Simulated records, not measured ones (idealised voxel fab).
process module | voxel fin reveal
cross-section cut | 155 nm wide | cells 5 nm
A cross-section is a grid of square cells, given in bands from the top down. A band is one or more rows of cells.
Each band's line starts with the height of the band's top and of its bottom, in nm. Then come its materials from left to right, each with its width in nm. One material with "throughout" fills the band from edge to edge. "air" is empty space.
Height 0 is the level under which the wafer as received is all one material. The lowest band goes on downwards, as in "0 down".
A width such as "30 to 40" changes by the same amount from each row of cells to the next, from the band's top row to its bottom row.
"no change" after a step means that no cell of the cross-section changed.
closed voids: empty space of 8 cells or more with no open way to the top, each as width x height at its distance from the left edge, in nm
after a step's settings: what the simulator itself notes on the step
overlay nm, on a step with a mask: how far to the right of its planned place the mask lay; to the left if negative
plan
1 op RECEIVE | material Si
2 op CONFORMAL_DEP | material SiN | thk nm 5
3 op DIRECTIONAL_DEP | material aC | thk nm 15
4 op PATTERN | tone cover | mask id FINS | material resist | width nm 15 | pitch nm 40 | thk nm 35 | overlay nm 0
5 op DIRECTIONAL_ETCH | etch materials aC | depth nm 15
6 op STRIP | etch materials resist
7 op DIRECTIONAL_ETCH | etch materials SiN | depth nm 5
8 op DIRECTIONAL_ETCH | etch materials Si | depth nm 35
9 op STRIP | etch materials aC
10 op FILL_DEP | material SiO2 | thk nm 10
11 op CMP | height nm 5
12 op SELECTIVE_ETCH | etch materials SiO2 | depth nm 15
13 op STRIP | etch materials SiN
14 op CONFORMAL_DEP | material SiO2 | thk nm 5
as received, after step 1
  0 down: Si throughout
  closed voids: none
a wafer at the end: this start, this plan, one mistake
  5 to 0: air 40 | SiO2 25 | air 15 | SiO2 25 | air 50
  0 to -5: air 40 | SiO2 5 | Si 15 | SiO2 5 | air 15 | SiO2 5 | Si 15 | SiO2 5 | air 50
  -5 to -35: SiO2 45 | Si 15 | SiO2 25 | Si 15 | SiO2 55
  -35 down: Si throughout
  closed voids: none
what went wrong: step 4 ran as: op PATTERN | tone cover | mask id FINS | material resist | width nm 15 | pitch nm 40 | thk nm 35 | overlay nm -5
